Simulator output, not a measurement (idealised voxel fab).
You're looking at the process module voxel self aligned contacts.
We display cut, a cross-section 245 nm in width whose square cells are each 5 nm.
Each cross-section below is a grid of square cells, stated as bands in top-down order, with one or more rows of cells making up each band. For a band, the entry starts with two heights in nm, that of the top and then that of the bottom, and carries on with the band's materials in order from left to right, each alongside its width in nm; the word "full width" beside a single material means it fills the band edge to edge, and "empty" means empty space. Heights are measured from 0, the level below which the as-received wafer is all one material; the lowest band has no bottom and continues downward, written as in "0 and below". The two numbers in a width such as "30 to 40" mark its ends across the band: the first belongs to the top row of cells, the second to the bottom row, and from each row to the next the width moves by the same amount. Any step labelled "stayed the same" changed none of the cells in the cross-section. "Closed-off voids" lists enclosed empty spaces (at least 8 cells, no open path upward to the top), each as width x height at distance from the left edge, in nm. If you see something after the settings on a step's line, that's the simulator's own remark about that step. The setting "overlay nm" may be written on the line of a step. When the step uses a mask, the value reports how far to the right of the planned place the mask lay, and a negative value reports that it lay to the left.

PROCESS STEPS FORESEEN IN THE PLAN
1 RECEIVE: material Si
2 CONFORMAL_DEP: material SiO2, thk nm 5
3 DIRECTIONAL_DEP: material polySi, thk nm 30
4 DIRECTIONAL_DEP: material SiN, thk nm 20
5 PATTERN: tone cover, mask id GATE, material resist, width nm 30, pitch nm 70, thk nm 20, overlay nm 0
6 DIRECTIONAL_ETCH: etch materials SiN, depth nm 10
7 DIRECTIONAL_ETCH: etch materials polySi, depth nm 30
8 STRIP: etch materials resist
9 CONFORMAL_DEP: material SiN, thk nm 10
10 DIRECTIONAL_ETCH: etch materials SiN, depth nm 10
11 FILL_DEP: material SiO2, thk nm 10
12 CMP: height nm 60
13 PATTERN: tone open, mask id CONTACT, material resist, width nm 50, pitch nm 70, thk nm 20, overlay nm 0
14 DIRECTIONAL_ETCH: etch materials SiO2, depth nm 60
15 STRIP: etch materials resist
16 CONFORMAL_DEP: material TiN, thk nm 5
17 FILL_DEP: material Ru, thk nm 5
18 CMP: height nm 60
19 CONFORMAL_DEP: material SiCN, thk nm 5
Where the wafers of this document differ is in the depth nm of step 6; they start out the same, and the plan states the value that applied to the first wafer.

SECTIONAL VIEW: FIRST OF SEVERAL WAFERS, AS RECEIVED, AFTER STEP 1
	0 and below = Si full width
	Closed-off voids: none

TAKE ANY ROW AND YOU HAVE A WAFER AT THE END OF THE MODULE: HOW MANY CELLS OF EACH MATERIAL IT HAS GAINED (+) OR LOST (-) SINCE IT WAS RECEIVED, AND THEN ITS CLOSED VOIDS
depth nm 10, +8 Ru, +49 SiCN, +158 SiN, +100 SiO2, +28 TiN, +294 polySi, Closed-off voids: none
depth nm 15, +12 Ru, +49 SiCN, +139 SiN, +111 SiO2, +32 TiN, +294 polySi, Closed-off voids: none
depth nm 20, +44 Ru, +49 SiCN, +192 SiN, +180 SiO2, +64 TiN, +108 polySi, Closed-off voids: none
depth nm 25, +44 Ru, +49 SiCN, +192 SiN, +180 SiO2, +64 TiN, +108 polySi, Closed-off voids: none
depth nm 30, +44 Ru, +49 SiCN, +192 SiN, +180 SiO2, +64 TiN, +108 polySi, Closed-off voids: none
depth nm 35, +44 Ru, +49 SiCN, +192 SiN, +180 SiO2, +64 TiN, +108 polySi, Closed-off voids: none
